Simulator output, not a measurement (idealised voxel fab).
process module | voxel air gaps
cross-section cut | 285 nm wide | cells 5 nm
A cross-section is a grid of square cells, given in bands from the top down. A band is one or more rows of cells.
Each band's line starts with the height of the band's top and of its bottom, in nm. Then come its materials from left to right, each with its width in nm. One material with "throughout" fills the band from edge to edge. "air" is empty space.
Height 0 is the level under which the wafer as received is all one material. The lowest band goes on downwards, as in "0 down".
A width such as "30 to 40" changes by the same amount from each row of cells to the next, from the band's top row to its bottom row.
"no change" after a step means that no cell of the cross-section changed.
closed voids: empty space of 8 cells or more with no open way to the top, each as width x height at its distance from the left edge, in nm
after a step's settings: what the simulator itself notes on the step
overlay nm, on a step with a mask: how far to the right of its planned place the mask lay; to the left if negative
plan
1 op RECEIVE | material Si
2 op CONFORMAL_DEP | material SiO2 | thk nm 15
3 op CONFORMAL_DEP | material SiN | thk nm 5
4 op DIRECTIONAL_DEP | material lowk | thk nm 30
5 op MASKED_ETCH | tone open | mask id LINES | width nm 15 | pitch nm 50 | etch materials lowk | depth nm 30 | overlay nm 0
6 op CONFORMAL_DEP | material TiN | thk nm 5
7 op FILL_DEP | material Cu | thk nm 10
8 op CMP | height nm 50
9 op EPI | material Ru | thk nm 10
10 op SELECTIVE_ETCH | etch materials lowk | depth nm 40
11 op CONFORMAL_DEP | material SiN | thk nm 5
varied across the wafers: width nm of step 5. The plan shows the first wafer's value. All wafers start alike
first wafer as received, after step 1
  0 down: Si throughout
  closed voids: none
each wafer at the end: cells of each material gained (+) or lost (-) since it was received, then its closed voids
width nm 15 | +20 Cu | +56 Ru | +210 SiN | +171 SiO2 | +52 TiN | closed voids: none
width nm 20 | +40 Cu | +64 Ru | +210 SiN | +171 SiO2 | +56 TiN | closed voids: 20 x 20 at 80; 20 x 20 at 130; 20 x 20 at 180
width nm 25 | +60 Cu | +72 Ru | +198 SiN | +171 SiO2 | +60 TiN | closed voids: 15 x 20 at 85; 15 x 20 at 135; 15 x 20 at 185
width nm 30 | +80 Cu | +80 Ru | +138 SiN | +171 SiO2 | +64 TiN | +72 lowk | closed voids: none
width nm 35 | +100 Cu | +82 Ru | +138 SiN | +171 SiO2 | +68 TiN | +54 lowk | closed voids: none
